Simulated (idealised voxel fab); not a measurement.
process module | voxel gate over fins
Square cells of 5 nm make up the cross-section cut, whose width is 220 nm.
Cross-section spec: square-cell grid; bands listed top down; each band is one or more rows. The entry gives the band's vertical extent as a top height and a bottom height in nm, then its horizontal make-up as materials from left to right, each with a width in nm. "empty" stands for empty space; a single material marked "full width" fills the band edge to edge. It should be noted that heights are counted from 0, beneath which the wafer as supplied is of one material throughout, and that the lowest band possesses no lower boundary but continues downward, as written in "0 and below". A width such as "30..40" changes by the same amount from each row of cells to the next, from the band's top row to its bottom row. Step marked "nothing different"? Then no cell in the cross-section changed in it. The list in "Completely enclosed voids" covers empty spaces of 8 cells or more that cannot reach the top through any open way, and it gives each as width x height at distance; the distance is from the left edge, and width, height and distance are in nm. Anything after a step's settings on that line? It's the simulator's own note about the step. If you see "overlay nm" on a step's line and that step has a mask, it's telling you how far right of where it was planned the mask ended up; a negative number means it went left instead.
SO HERE'S THE LINEUP OF PROCESS STEPS WE PLANNED
- 1: op RECEIVE | material Si
- 2: op CONFORMAL_DEP | material SiN | thk nm 5
- 3: op MASKED_ETCH | tone cover | mask id FINS | width nm 15 | pitch nm 45 | etch materials SiN | depth nm 5 | overlay nm -15
- 4: op MASKED_ETCH | tone cover | mask id FINS | width nm 15 | pitch nm 45 | etch materials Si | depth nm 30 | overlay nm 0
- 5: op FILL_DEP | material SiO2 | thk nm 15
- 6: op CMP | height nm 5
- 7: op SELECTIVE_ETCH | etch materials SiO2 | depth nm 20
- 8: op STRIP | etch materials SiN
- 9: op CONFORMAL_DEP | material HfO2 | thk nm 5
- 10: op CONFORMAL_DEP | material TiN | thk nm 5
- 11: op FILL_DEP | material W | thk nm 15
- 12: op CMP | height nm 20
- 13: op CONFORMAL_DEP | material SiN | thk nm 5
Variable across wafers: step 3 overlay nm (plan value is that of the first wafer; starting state common to all).
CROSS-SECTION OF THE FIRST OF SEVERAL RECEIVED WAFERS, SHOWING ITS STATE AFTER STEP 1
    0 and below: Si full width
    Completely enclosed voids: none
PER WAFER, END OF MODULE: CELLS GAINED (+) OR LOST (-) PER MATERIAL SINCE RECEIPT, THEN CLOSED VOIDS
overlay nm -15; +68 HfO2; -120 Si; +44 SiN; +60 SiO2; +59 TiN; +109 W; Completely enclosed voids: none
overlay nm -10; +68 HfO2; -144 Si; +44 SiN; +72 SiO2; +68 TiN; +112 W; Completely enclosed voids: none
overlay nm -5; +68 HfO2; -168 Si; +44 SiN; +84 SiO2; +68 TiN; +124 W; Completely enclosed voids: none
overlay nm 0; +68 HfO2; -192 Si; +44 SiN; +96 SiO2; +68 TiN; +136 W; Completely enclosed voids: none
overlay nm 5; +68 HfO2; -168 Si; +44 SiN; +84 SiO2; +68 TiN; +124 W; Completely enclosed voids: none
overlay nm 10; +68 HfO2; -144 Si; +44 SiN; +72 SiO2; +68 TiN; +112 W; Completely enclosed voids: none
overlay nm 15; +68 HfO2; -120 Si; +44 SiN; +60 SiO2; +59 TiN; +109 W; Completely enclosed voids: none
